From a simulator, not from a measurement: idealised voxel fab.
Presented below is a process module, voxel spacer lines.
Each square cell in cross-section cut measures 5 nm, and the section as a whole is 300 nm wide.
Cross-section spec: square-cell grid; bands listed top down; each band is one or more rows. Basically the band line says how high the top is and how high the bottom is, in nm, and then what's in it from left to right, every material with its width in nm. Empty space shows up as "air", and if a single material carries "everywhere" it runs the full band edge to edge. Beneath 0, the wafer as received is one material, and that level is where height counting begins. The lowest band goes on downward without a bottom; it is written like "0 down". Quick explanation for "30..40": the width changes in equal steps down the rows of cells, from the first number in the band's top row to the second number in its bottom row. Where the words "nothing was modified" appear for a step, the cross-section shows no cell changed by that step; every cell remained as before. Enclosed voids (no open way to top), threshold 8 cells or more, entry "Closed empty spaces", notation width x height at distance, distance from left edge, nm. On each step's line, the part that comes after the settings is the simulator's own comment on the step. The "overlay nm" setting may appear on a step's line; for a step that uses a mask, it gives how far to the right of its planned position the mask lay, and a negative value indicates the left. So the way this works: pairs, before and after one process step. The after picture only goes down to the lowest band that actually changed, nothing below. Step and its settings are under each pair. And watch out, pairs might come from different runs of this module, same starting wafer though, so a pair only follows on from the one above if its "Snapshot before" entry tells you so.
**Snapshot before**
	0 down = Si everywhere
	Closed empty spaces: none
**Post-Process Section**
	10 to 0 = Al2O3 everywhere
	Below a height of 0, the structure has not been altered.
	Closed empty spaces: none
Step between the pre-process and post-process cross-sections given above: CONFORMAL_DEP: material Al2O3, thk nm 10
Snapshot before: unchanged from the after cross-section in the pair immediately above; refer to that figure.
**Post-Process Section**
	25 to 10 = W everywhere
	Below a height of 10, the structure has not been altered.
	Closed empty spaces: none
Step between the pre-process and post-process cross-sections given above: DIRECTIONAL_DEP: material W, thk nm 15
Snapshot before: unchanged from the after cross-section in the pair immediately above; refer to that figure.
**Post-Process Section**
	50 to 25 = polySi everywhere
	Below a height of 25, the structure has not been altered.
	Closed empty spaces: none
Step between the pre-process and post-process cross-sections given above: DIRECTIONAL_DEP: material polySi, thk nm 25
Snapshot before: unchanged from the after cross-section in the pair immediately above; refer to that figure.
**Post-Process Section**
	80 to 50 = air 115 / resist 15 / air 35 / resist 15 / air 120
	Below a height of 50, the structure has not been altered.
	Closed empty spaces: none
Step between the pre-process and post-process cross-sections given above: PATTERN: tone cover, mask id MANDREL, material resist, width nm 15, pitch nm 50, thk nm 30, overlay nm 0
Snapshot before: unchanged from the after cross-section in the pair immediately above; refer to that figure.
**Post-Process Section**
	80 to 50 = air 115 / resist 15 / air 35 / resist 15 / air 120
	50 to 25 = air 115 / polySi 15 / air 35 / polySi 15 / air 120
	Below a height of 25, the structure has not been altered.
	Closed empty spaces: none
Step between the pre-process and post-process cross-sections given above: DIRECTIONAL_ETCH: etch materials polySi, depth nm 25
Snapshot before: unchanged from the after cross-section in the pair immediately above; refer to that figure.
**Post-Process Section**
	50 to 25 = air 115 / polySi 15 / air 35 / polySi 15 / air 120
	Below a height of 25, the structure has not been altered.
	Closed empty spaces: none
Step between the pre-process and post-process cross-sections given above: STRIP: etch materials resist
Snapshot before: unchanged from the after cross-section in the pair immediately above; refer to that figure.
**Post-Process Section**
	60 to 50 = air 105 / SiO2 35 / air 15 / SiO2 35 / air 110
	50 to 35 = air 105 / SiO2 10 / polySi 15 / SiO2 10 / air 15 / SiO2 10 / polySi 15 / SiO2 10 / air 110
	35 to 25 = SiO2 115 / polySi 15 / SiO2 35 / polySi 15 / SiO2 120
	Below a height of 25, the structure has not been altered.
	Closed empty spaces: none
Step between the pre-process and post-process cross-sections given above: CONFORMAL_DEP: material SiO2, thk nm 10
Snapshot before: unchanged from the after cross-section in the pair immediately above; refer to that figure.
**Post-Process Section**
	50 to 25 = air 105 / SiO2 10 / polySi 15 / SiO2 10 / air 15 / SiO2 10 / polySi 15 / SiO2 10 / air 110
	Below a height of 25, the structure has not been altered.
	Closed empty spaces: none
Step between the pre-process and post-process cross-sections given above: DIRECTIONAL_ETCH: etch materials SiO2, depth nm 10
Snapshot before: unchanged from the after cross-section in the pair immediately above; refer to that figure.
**Post-Process Section**
	50 to 25 = air 105 / SiO2 10 / air 15 / SiO2 10 / air 15 / SiO2 10 / air 15 / SiO2 10 / air 110
	Below a height of 25, the structure has not been altered.
	Closed empty spaces: none
Step between the pre-process and post-process cross-sections given above: STRIP: etch materials polySi
Snapshot before: unchanged from the after cross-section in the pair immediately above; refer to that figure.
**Post-Process Section**
	50 to 25 = air 105 / SiO2 10 / air 15 / SiO2 10 / air 15 / SiO2 10 / air 15 / SiO2 10 / air 110
	25 to 10 = air 105 / W 10 / air 15 / W 10 / air 15 / W 10 / air 15 / W 10 / air 110
	Below a height of 10, the structure has not been altered.
	Closed empty spaces: none
Step between the pre-process and post-process cross-sections given above: DIRECTIONAL_ETCH: etch materials W, depth nm 15
Snapshot before: unchanged from the after cross-section in the pair immediately above; refer to that figure.
**Post-Process Section**
	25 to 10 = air 105 / W 10 / air 15 / W 10 / air 15 / W 10 / air 15 / W 10 / air 110
	Below a height of 10, the structure has not been altered.
	Closed empty spaces: none
Step between the pre-process and post-process cross-sections given above: STRIP: etch materials SiO2
Snapshot before: unchanged from the after cross-section in the pair immediately above; refer to that figure.
**Post-Process Section**
	30 to 25 = SiO2 everywhere
	25 to 10 = SiO2 105 / W 10 / SiO2 15 / W 10 / SiO2 15 / W 10 / SiO2 15 / W 10 / SiO2 110
	Below a height of 10, the structure has not been altered.
	Closed empty spaces: none
Step between the pre-process and post-process cross-sections given above: FILL_DEP: material SiO2, thk nm 5
Snapshot before: unchanged from the after cross-section in the pair immediately above; refer to that figure.
**Post-Process Section**
	25 to 10 = SiO2 105 / W 10 / SiO2 15 / W 10 / SiO2 15 / W 10 / SiO2 15 / W 10 / SiO2 110
	Below a height of 10, the structure has not been altered.
	Closed empty spaces: none
Step between the pre-process and post-process cross-sections given above: CMP: height nm 25
**Snapshot before**
	50 to 25 = air 105 / SiO2 10 / air 15 / SiO2 10 / air 15 / SiO2 10 / air 15 / SiO2 10 / air 110
	25 to 10 = air 105 / W 10 / air 15 / W 10 / air 15 / W 10 / air 15 / W 10 / air 110
	10 to 0 = Al2O3 everywhere
	0 down = Si everywhere
	Closed empty spaces: none
**Post-Process Section**
	55 to 25 = SiO2 everywhere
	25 to 10 = SiO2 105 / W 10 / SiO2 15 / W 10 / SiO2 15 / W 10 / SiO2 15 / W 10 / SiO2 110
	Below a height of 10, the structure has not been altered.
	Closed empty spaces: none
Step between the pre-process and post-process cross-sections given above: FILL_DEP: material SiO2, thk nm 5
Snapshot before: unchanged from the after cross-section in the pair immediately above; refer to that figure.
**Post-Process Section**
	25 to 10 = SiO2 105 / W 10 / SiO2 15 / W 10 / SiO2 15 / W 10 / SiO2 15 / W 10 / SiO2 110
	Below a height of 10, the structure has not been altered.
	Closed empty spaces: none
Step between the pre-process and post-process cross-sections given above: CMP: height nm 25
**Snapshot before**
	0 down = Si everywhere
	Closed empty spaces: none
**Post-Process Section**
	15 to 0 = W everywhere
	Below a height of 0, the structure has not been altered.
	Closed empty spaces: none
Step between the pre-process and post-process cross-sections given above: DIRECTIONAL_DEP: material W, thk nm 15
Snapshot before: unchanged from the after cross-section in the pair immediately above; refer to that figure.
**Post-Process Section**
	25 to 15 = Al2O3 everywhere
	Below a height of 15, the structure has not been altered.
	Closed empty spaces: none
Step between the pre-process and post-process cross-sections given above: CONFORMAL_DEP: material Al2O3, thk nm 10
Snapshot before: unchanged from the after cross-section in the pair immediately above; refer to that figure.
**Post-Process Section**
	50 to 25 = polySi everywhere
	Below a height of 25, the structure has not been altered.
	Closed empty spaces: none
Step between the pre-process and post-process cross-sections given above: DIRECTIONAL_DEP: material polySi, thk nm 25
Snapshot before: unchanged from the after cross-section in the pair immediately above; refer to that figure.
**Post-Process Section**
	80 to 50 = air 115 / resist 15 / air 35 / resist 15 / air 120
	Below a height of 50, the structure has not been altered.
	Closed empty spaces: none
Step between the pre-process and post-process cross-sections given above: PATTERN: tone cover, mask id MANDREL, material resist, width nm 15, pitch nm 50, thk nm 30, overlay nm 0
Snapshot before: unchanged from the after cross-section in the pair immediately above; refer to that figure.
**Post-Process Section**
	80 to 50 = air 115 / resist 15 / air 35 / resist 15 / air 120
	50 to 25 = air 115 / polySi 15 / air 35 / polySi 15 / air 120
	Below a height of 25, the structure has not been altered.
	Closed empty spaces: none
Step between the pre-process and post-process cross-sections given above: DIRECTIONAL_ETCH: etch materials polySi, depth nm 25
Snapshot before: unchanged from the after cross-section in the pair immediately above; refer to that figure.
**Post-Process Section**
	50 to 25 = air 115 / polySi 15 / air 35 / polySi 15 / air 120
	Below a height of 25, the structure has not been altered.
	Closed empty spaces: none
Step between the pre-process and post-process cross-sections given above: STRIP: etch materials resist
Snapshot before: unchanged from the after cross-section in the pair immediately above; refer to that figure.
**Post-Process Section**
	60 to 50 = air 105 / SiO2 35 / air 15 / SiO2 35 / air 110
	50 to 35 = air 105 / SiO2 10 / polySi 15 / SiO2 10 / air 15 / SiO2 10 / polySi 15 / SiO2 10 / air 110
	35 to 25 = SiO2 115 / polySi 15 / SiO2 35 / polySi 15 / SiO2 120
	Below a height of 25, the structure has not been altered.
	Closed empty spaces: none
Step between the pre-process and post-process cross-sections given above: CONFORMAL_DEP: material SiO2, thk nm 10
Snapshot before: unchanged from the after cross-section in the pair immediately above; refer to that figure.
**Post-Process Section**
	50 to 25 = air 105 / SiO2 10 / polySi 15 / SiO2 10 / air 15 / SiO2 10 / polySi 15 / SiO2 10 / air 110
	Below a height of 25, the structure has not been altered.
	Closed empty spaces: none
Step between the pre-process and post-process cross-sections given above: DIRECTIONAL_ETCH: etch materials SiO2, depth nm 10
Snapshot before: unchanged from the after cross-section in the pair immediately above; refer to that figure.
**Post-Process Section**
	50 to 25 = air 105 / SiO2 10 / air 15 / SiO2 10 / air 15 / SiO2 10 / air 15 / SiO2 10 / air 110
	Below a height of 25, the structure has not been altered.
	Closed empty spaces: none
Step between the pre-process and post-process cross-sections given above: STRIP: etch materials polySi
Snapshot before: unchanged from the after cross-section in the pair immediately above; refer to that figure.
**Post-Process Section**
	25 to 15 = Al2O3 everywhere
	Below a height of 15, the structure has not been altered.
	Closed empty spaces: none
Step between the pre-process and post-process cross-sections given above: STRIP: etch materials SiO2
Snapshot before: unchanged from the after cross-section in the pair immediately above; refer to that figure.
**Post-Process Section**
	30 to 25 = SiO2 everywhere
	Below a height of 25, the structure has not been altered.
	Closed empty spaces: none
Step between the pre-process and post-process cross-sections given above: FILL_DEP: material SiO2, thk nm 5
Snapshot before: unchanged from the after cross-section in the pair immediately above; refer to that figure.
**Post-Process Section**
	25 to 15 = Al2O3 everywhere
	Below a height of 15, the structure has not been altered.
	Closed empty spaces: none
Step between the pre-process and post-process cross-sections given above: CMP: height nm 25
**Snapshot before**
	0 down = Si everywhere
	Closed empty spaces: none
**Post-Process Section**
	5 to 0 = Al2O3 everywhere
	Below a height of 0, the structure has not been altered.
	Closed empty spaces: none
Step between the pre-process and post-process cross-sections given above: CONFORMAL_DEP: material Al2O3, thk nm 5
Snapshot before: unchanged from the after cross-section in the pair immediately above; refer to that figure.
**Post-Process Section**
	20 to 5 = W everywhere
	Below a height of 5, the structure has not been altered.
	Closed empty spaces: none
Step between the pre-process and post-process cross-sections given above: DIRECTIONAL_DEP: material W, thk nm 15
Snapshot before: unchanged from the after cross-section in the pair immediately above; refer to that figure.
**Post-Process Section**
	45 to 20 = polySi everywhere
	Below a height of 20, the structure has not been altered.
	Closed empty spaces: none
Step between the pre-process and post-process cross-sections given above: DIRECTIONAL_DEP: material polySi, thk nm 25
Snapshot before: unchanged from the after cross-section in the pair immediately above; refer to that figure.
**Post-Process Section**
	75 to 45 = air 115 / resist 15 / air 35 / resist 15 / air 120
	Below a height of 45, the structure has not been altered.
	Closed empty spaces: none
Step between the pre-process and post-process cross-sections given above: PATTERN: tone cover, mask id MANDREL, material resist, width nm 15, pitch nm 50, thk nm 30, overlay nm 0
Snapshot before: unchanged from the after cross-section in the pair immediately above; refer to that figure.
**Post-Process Section**
	75 to 45 = air 115 / resist 15 / air 35 / resist 15 / air 120
	45 to 20 = air 115 / polySi 15 / air 35 / polySi 15 / air 120
	Below a height of 20, the structure has not been altered.
	Closed empty spaces: none
Step between the pre-process and post-process cross-sections given above: DIRECTIONAL_ETCH: etch materials polySi, depth nm 25
Snapshot before: unchanged from the after cross-section in the pair immediately above; refer to that figure.
**Post-Process Section**
	45 to 20 = air 115 / polySi 15 / air 35 / polySi 15 / air 120
	Below a height of 20, the structure has not been altered.
	Closed empty spaces: none
Step between the pre-process and post-process cross-sections given above: STRIP: etch materials resist
Snapshot before: unchanged from the after cross-section in the pair immediately above; refer to that figure.
**Post-Process Section**
	55 to 45 = air 105 / SiO2 35 / air 15 / SiO2 35 / air 110
	45 to 30 = air 105 / SiO2 10 / polySi 15 / SiO2 10 / air 15 / SiO2 10 / polySi 15 / SiO2 10 / air 110
	30 to 20 = SiO2 115 / polySi 15 / SiO2 35 / polySi 15 / SiO2 120
	Below a height of 20, the structure has not been altered.
	Closed empty spaces: none
Step between the pre-process and post-process cross-sections given above: CONFORMAL_DEP: material SiO2, thk nm 10
Snapshot before: unchanged from the after cross-section in the pair immediately above; refer to that figure.
**Post-Process Section**
	45 to 20 = air 105 / SiO2 10 / polySi 15 / SiO2 10 / air 15 / SiO2 10 / polySi 15 / SiO2 10 / air 110
	Below a height of 20, the structure has not been altered.
	Closed empty spaces: none
Step between the pre-process and post-process cross-sections given above: DIRECTIONAL_ETCH: etch materials SiO2, depth nm 10
Snapshot before: unchanged from the after cross-section in the pair immediately above; refer to that figure.
**Post-Process Section**
	45 to 20 = air 105 / SiO2 10 / air 15 / SiO2 10 / air 15 / SiO2 10 / air 15 / SiO2 10 / air 110
	Below a height of 20, the structure has not been altered.
	Closed empty spaces: none
Step between the pre-process and post-process cross-sections given above: STRIP: etch materials polySi
Snapshot before: unchanged from the after cross-section in the pair immediately above; refer to that figure.
**Post-Process Section**
	45 to 20 = air 105 / SiO2 10 / air 15 / SiO2 10 / air 15 / SiO2 10 / air 15 / SiO2 10 / air 110
	20 to 5 = air 105 / W 10 / air 15 / W 10 / air 15 / W 10 / air 15 / W 10 / air 110
	Below a height of 5, the structure has not been altered.
	Closed empty spaces: none
Step between the pre-process and post-process cross-sections given above: DIRECTIONAL_ETCH: etch materials W, depth nm 15
Snapshot before: unchanged from the after cross-section in the pair immediately above; refer to that figure.
**Post-Process Section**
	20 to 5 = air 105 / W 10 / air 15 / W 10 / air 15 / W 10 / air 15 / W 10 / air 110
	Below a height of 5, the structure has not been altered.
	Closed empty spaces: none
Step between the pre-process and post-process cross-sections given above: STRIP: etch materials SiO2
Snapshot before: unchanged from the after cross-section in the pair immediately above; refer to that figure.
**Post-Process Section**
	25 to 20 = SiO2 everywhere
	20 to 5 = SiO2 105 / W 10 / SiO2 15 / W 10 / SiO2 15 / W 10 / SiO2 15 / W 10 / SiO2 110
	Below a height of 5, the structure has not been altered.
	Closed empty spaces: none
Step between the pre-process and post-process cross-sections given above: FILL_DEP: material SiO2, thk nm 5
**Snapshot before**
	50 to 25 = polySi everywhere
	25 to 10 = W everywhere
	10 to 0 = Al2O3 everywhere
	0 down = Si everywhere
	Closed empty spaces: none
**Post-Process Section**
	80 to 50 = air 115 / resist 20 / air 30 / resist 20 / air 115
	Below a height of 50, the structure has not been altered.
	Closed empty spaces: none
Step between the pre-process and post-process cross-sections given above: PATTERN: tone cover, mask id MANDREL, material resist, width nm 20, pitch nm 50, thk nm 30, overlay nm 0
Snapshot before: unchanged from the after cross-section in the pair immediately above; refer to that figure.
**Post-Process Section**
	80 to 50 = air 115 / resist 20 / air 30 / resist 20 / air 115
	50 to 25 = air 115 / polySi 20 / air 30 / polySi 20 / air 115
	Below a height of 25, the structure has not been altered.
	Closed empty spaces: none
Step between the pre-process and post-process cross-sections given above: DIRECTIONAL_ETCH: etch materials polySi, depth nm 25
Snapshot before: unchanged from the after cross-section in the pair immediately above; refer to that figure.
**Post-Process Section**
	50 to 25 = air 115 / polySi 20 / air 30 / polySi 20 / air 115
	Below a height of 25, the structure has not been altered.
	Closed empty spaces: none
Step between the pre-process and post-process cross-sections given above: STRIP: etch materials resist
Snapshot before: unchanged from the after cross-section in the pair immediately above; refer to that figure.
**Post-Process Section**
	60 to 50 = air 105 / SiO2 40 / air 10 / SiO2 40 / air 105
	50 to 35 = air 105 / SiO2 10 / polySi 20 / SiO2 10 / air 10 / SiO2 10 / polySi 20 / SiO2 10 / air 105
	35 to 25 = SiO2 115 / polySi 20 / SiO2 30 / polySi 20 / SiO2 115
	Below a height of 25, the structure has not been altered.
	Closed empty spaces: none
Step between the pre-process and post-process cross-sections given above: CONFORMAL_DEP: material SiO2, thk nm 10
Snapshot before: unchanged from the after cross-section in the pair immediately above; refer to that figure.
**Post-Process Section**
	50 to 25 = air 105 / SiO2 10 / polySi 20 / SiO2 10 / air 10 / SiO2 10 / polySi 20 / SiO2 10 / air 105
	Below a height of 25, the structure has not been altered.
	Closed empty spaces: none
Step between the pre-process and post-process cross-sections given above: DIRECTIONAL_ETCH: etch materials SiO2, depth nm 10
Snapshot before: unchanged from the after cross-section in the pair immediately above; refer to that figure.
**Post-Process Section**
	50 to 25 = air 105 / SiO2 10 / air 20 / SiO2 10 / air 10 / SiO2 10 / air 20 / SiO2 10 / air 105
	Below a height of 25, the structure has not been altered.
	Closed empty spaces: none
Step between the pre-process and post-process cross-sections given above: STRIP: etch materials polySi
Snapshot before: unchanged from the after cross-section in the pair immediately above; refer to that figure.
**Post-Process Section**
	50 to 25 = air 105 / SiO2 10 / air 20 / SiO2 10 / air 10 / SiO2 10 / air 20 / SiO2 10 / air 105
	25 to 10 = air 105 / W 10 / air 20 / W 10 / air 10 / W 10 / air 20 / W 10 / air 105
	Below a height of 10, the structure has not been altered.
	Closed empty spaces: none
Step between the pre-process and post-process cross-sections given above: DIRECTIONAL_ETCH: etch materials W, depth nm 15
Snapshot before: unchanged from the after cross-section in the pair immediately above; refer to that figure.
**Post-Process Section**
	25 to 10 = air 105 / W 10 / air 20 / W 10 / air 10 / W 10 / air 20 / W 10 / air 105
	Below a height of 10, the structure has not been altered.
	Closed empty spaces: none
Step between the pre-process and post-process cross-sections given above: STRIP: etch materials SiO2
Snapshot before: unchanged from the after cross-section in the pair immediately above; refer to that figure.
**Post-Process Section**
	30 to 25 = SiO2 everywhere
	25 to 10 = SiO2 105 / W 10 / SiO2 20 / W 10 / SiO2 10 / W 10 / SiO2 20 / W 10 / SiO2 105
	Below a height of 10, the structure has not been altered.
	Closed empty spaces: none
Step between the pre-process and post-process cross-sections given above: FILL_DEP: material SiO2, thk nm 5
Snapshot before: unchanged from the after cross-section in the pair immediately above; refer to that figure.
**Post-Process Section**
	25 to 10 = SiO2 105 / W 10 / SiO2 20 / W 10 / SiO2 10 / W 10 / SiO2 20 / W 10 / SiO2 105
	Below a height of 10, the structure has not been altered.
	Closed empty spaces: none
Step between the pre-process and post-process cross-sections given above: CMP: height nm 25
**Snapshot before**
	50 to 25 = polySi everywhere
	25 to 10 = W everywhere
	10 to 0 = Al2O3 everywhere
	0 down = Si everywhere
	Closed empty spaces: none
**Post-Process Section**
	80 to 50 = air 120 / resist 15 / air 35 / resist 15 / air 115
	Below a height of 50, the structure has not been altered.
	Closed empty spaces: none
Step between the pre-process and post-process cross-sections given above: PATTERN: tone cover, mask id MANDREL, material resist, width nm 15, pitch nm 50, thk nm 30, overlay nm 5
Snapshot before: unchanged from the after cross-section in the pair immediately above; refer to that figure.
**Post-Process Section**
	80 to 50 = air 120 / resist 15 / air 35 / resist 15 / air 115
	50 to 25 = air 120 / polySi 15 / air 35 / polySi 15 / air 115
	Below a height of 25, the structure has not been altered.
	Closed empty spaces: none
Step between the pre-process and post-process cross-sections given above: DIRECTIONAL_ETCH: etch materials polySi, depth nm 25
Snapshot before: unchanged from the after cross-section in the pair immediately above; refer to that figure.
**Post-Process Section**
	50 to 25 = air 120 / polySi 15 / air 35 / polySi 15 / air 115
	Below a height of 25, the structure has not been altered.
	Closed empty spaces: none
Step between the pre-process and post-process cross-sections given above: STRIP: etch materials resist
Snapshot before: unchanged from the after cross-section in the pair immediately above; refer to that figure.
**Post-Process Section**
	60 to 50 = air 110 / SiO2 35 / air 15 / SiO2 35 / air 105
	50 to 35 = air 110 / SiO2 10 / polySi 15 / SiO2 10 / air 15 / SiO2 10 / polySi 15 / SiO2 10 / air 105
	35 to 25 = SiO2 120 / polySi 15 / SiO2 35 / polySi 15 / SiO2 115
	Below a height of 25, the structure has not been altered.
	Closed empty spaces: none
Step between the pre-process and post-process cross-sections given above: CONFORMAL_DEP: material SiO2, thk nm 10
Snapshot before: unchanged from the after cross-section in the pair immediately above; refer to that figure.
**Post-Process Section**
	50 to 25 = air 110 / SiO2 10 / polySi 15 / SiO2 10 / air 15 / SiO2 10 / polySi 15 / SiO2 10 / air 105
	Below a height of 25, the structure has not been altered.
	Closed empty spaces: none
Step between the pre-process and post-process cross-sections given above: DIRECTIONAL_ETCH: etch materials SiO2, depth nm 10
Snapshot before: unchanged from the after cross-section in the pair immediately above; refer to that figure.
**Post-Process Section**
	50 to 25 = air 110 / SiO2 10 / air 15 / SiO2 10 / air 15 / SiO2 10 / air 15 / SiO2 10 / air 105
	Below a height of 25, the structure has not been altered.
	Closed empty spaces: none
Step between the pre-process and post-process cross-sections given above: STRIP: etch materials polySi
Snapshot before: unchanged from the after cross-section in the pair immediately above; refer to that figure.
**Post-Process Section**
	50 to 25 = air 110 / SiO2 10 / air 15 / SiO2 10 / air 15 / SiO2 10 / air 15 / SiO2 10 / air 105
	25 to 10 = air 110 / W 10 / air 15 / W 10 / air 15 / W 10 / air 15 / W 10 / air 105
	Below a height of 10, the structure has not been altered.
	Closed empty spaces: none
Step between the pre-process and post-process cross-sections given above: DIRECTIONAL_ETCH: etch materials W, depth nm 15
Snapshot before: unchanged from the after cross-section in the pair immediately above; refer to that figure.
**Post-Process Section**
	25 to 10 = air 110 / W 10 / air 15 / W 10 / air 15 / W 10 / air 15 / W 10 / air 105
	Below a height of 10, the structure has not been altered.
	Closed empty spaces: none
Step between the pre-process and post-process cross-sections given above: STRIP: etch materials SiO2
Snapshot before: unchanged from the after cross-section in the pair immediately above; refer to that figure.
**Post-Process Section**
	30 to 25 = SiO2 everywhere
	25 to 10 = SiO2 110 / W 10 / SiO2 15 / W 10 / SiO2 15 / W 10 / SiO2 15 / W 10 / SiO2 105
	Below a height of 10, the structure has not been altered.
	Closed empty spaces: none
Step between the pre-process and post-process cross-sections given above: FILL_DEP: material SiO2, thk nm 5
Snapshot before: unchanged from the after cross-section in the pair immediately above; refer to that figure.
**Post-Process Section**
	25 to 10 = SiO2 110 / W 10 / SiO2 15 / W 10 / SiO2 15 / W 10 / SiO2 15 / W 10 / SiO2 105
	Below a height of 10, the structure has not been altered.
	Closed empty spaces: none
Step between the pre-process and post-process cross-sections given above: CMP: height nm 25
**Snapshot before**
	50 to 25 = air 115 / polySi 15 / air 35 / polySi 15 / air 120
	25 to 10 = W everywhere
	10 to 0 = Al2O3 everywhere
	0 down = Si everywhere
	Closed empty spaces: none
**Post-Process Section**
	60 to 50 = air 105 / W 35 / air 15 / W 35 / air 110
	50 to 35 = air 105 / W 10 / polySi 15 / W 10 / air 15 / W 10 / polySi 15 / W 10 / air 110
	35 to 25 = W 115 / polySi 15 / W 35 / polySi 15 / W 120
	Below a height of 25, the structure has not been altered.
	Closed empty spaces: none
Step between the pre-process and post-process cross-sections given above: CONFORMAL_DEP: material W, thk nm 10
Snapshot before: unchanged from the after cross-section in the pair immediately above; refer to that figure.
**Post-Process Section**
	50 to 45 = air 115 / polySi 15 / air 35 / polySi 15 / air 120
	45 to 25 = air 105 / W 10 / polySi 15 / W 10 / air 15 / W 10 / polySi 15 / W 10 / air 110
	25 to 20 = air 105 / W 35 / air 15 / W 35 / air 110
	Below a height of 20, the structure has not been altered.
	Closed empty spaces: none
Step between the pre-process and post-process cross-sections given above: DIRECTIONAL_ETCH: etch materials W, depth nm 15
Snapshot before: unchanged from the after cross-section in the pair immediately above; refer to that figure.
**Post-Process Section**
	55 to 50 = SiO2 everywhere
	50 to 45 = SiO2 115 / polySi 15 / SiO2 35 / polySi 15 / SiO2 120
	45 to 25 = SiO2 105 / W 10 / polySi 15 / W 10 / SiO2 15 / W 10 / polySi 15 / W 10 / SiO2 110
	25 to 20 = SiO2 105 / W 35 / SiO2 15 / W 35 / SiO2 110
	Below a height of 20, the structure has not been altered.
	Closed empty spaces: none
Step between the pre-process and post-process cross-sections given above: FILL_DEP: material SiO2, thk nm 5
Snapshot before: unchanged from the after cross-section in the pair immediately above; refer to that figure.
**Post-Process Section**
	25 to 20 = SiO2 105 / W 35 / SiO2 15 / W 35 / SiO2 110
	Below a height of 20, the structure has not been altered.
	Closed empty spaces: none
Step between the pre-process and post-process cross-sections given above: CMP: height nm 25
